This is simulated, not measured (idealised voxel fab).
Name of the process module below: voxel self aligned vias
Cross-section cut spans 215 nm and uses square cells 5 nm in size.
Bands, listed from the top down, are how a cross-section gets written in this document; the cross-section itself is a grid of square cells, and a band is one or more rows of them.
Band entry format. Leading values: height of top, height of bottom, nm. Remainder: materials in left-to-right order, each with its width in nm. Special words: "edge to edge" on a single material, which then fills the band edge to edge; "empty", empty space.
Heights are expressed relative to 0, this being the level below which the as-received wafer comprises one material exclusively. The lowest band is unbounded in the downward direction and is denoted as in "0 nm and below".
With a width like "30 to 40", each row of cells in the band differs from the next by the same amount, the top row carrying the first number and the bottom row the second.
Key: "nothing different" - step with no changed cell in the cross-section.
In "Sealed void inventory" the enclosed voids are listed, meaning empty spaces of 8 cells or larger without any opening to the top. The form is width x height at distance, distance from the left edge, units nm.
On a step's line, text after the settings is the simulator commenting on that step.
Each step line may optionally specify "overlay nm", which for a step with a mask gives the rightward distance between the mask's planned place and where it lay, a negative value indicating the leftward direction.

### Intended process steps
1: RECEIVE (material Si)
2: CONFORMAL_DEP (material SiO2; thk nm 10)
3: CONFORMAL_DEP (material SiCN; thk nm 5)
4: DIRECTIONAL_DEP (material lowk; thk nm 25)
5: PATTERN (tone open; mask id LINES; material resist; width nm 25; pitch nm 55; thk nm 20; overlay nm 0)
6: DIRECTIONAL_ETCH (etch materials lowk; depth nm 25)
7: STRIP (etch materials resist)
8: CONFORMAL_DEP (material TiN; thk nm 5)
9: FILL_DEP (material W; thk nm 10)
10: CMP (height nm 40)
11: SELECTIVE_ETCH (etch materials W Ru TiN; depth nm 5)
12: FILL_DEP (material SiN; thk nm 5)
13: CMP (height nm 40)
14: DIRECTIONAL_DEP (material lowk; thk nm 20)
15: MASKED_ETCH (tone open; mask id VIAS; width nm 35; pitch nm 110; etch materials lowk; depth nm 20; overlay nm 0)
16: MASKED_ETCH (tone open; mask id VIAS; width nm 35; pitch nm 110; etch materials SiN; depth nm 5; overlay nm 0)
17: CONFORMAL_DEP (material TiN; thk nm 5)
18: FILL_DEP (material W; thk nm 10)
19: CMP (height nm 60)
20: CONFORMAL_DEP (material SiN; thk nm 5)

### The cross-section here shows the wafer as received, i.e. in its state after step 1
- 0 nm and below = Si edge to edge
- Sealed void inventory: none

### One mistake in running the module, otherwise start and plan as above: cross-section at the end
- 60 nm to 55 nm = SiN edge to edge
- 55 nm to 45 nm = lowk (35)  TiN (5)  W (25)  TiN (5)  lowk (75)  TiN (5)  W (25)  TiN (5)  lowk (35)
- 45 nm to 40 nm = lowk (35)  TiN (10)  W (15)  TiN (10)  lowk (75)  TiN (10)  W (15)  TiN (10)  lowk (35)
- 40 nm to 35 nm = lowk (40)  TiN (25)  lowk (30)  SiN (25)  lowk (30)  TiN (25)  lowk (40)
- 35 nm to 20 nm = lowk (40)  TiN (5)  W (15)  TiN (5)  lowk (30)  TiN (5)  W (15)  TiN (5)  lowk (30)  TiN (5)  W (15)  TiN (5)  lowk (40)
- 20 nm to 15 nm = lowk (40)  TiN (25)  lowk (30)  TiN (25)  lowk (30)  TiN (25)  lowk (40)
- 15 nm to 10 nm = SiCN edge to edge
- 10 nm to 0 nm = SiO2 edge to edge
- 0 nm and below = Si edge to edge
- Sealed void inventory: none
Short version of what went wrong: it should be noted that step 19 was executed with settings other than those planned, the operation and settings actually applied being CMP (height nm 55)
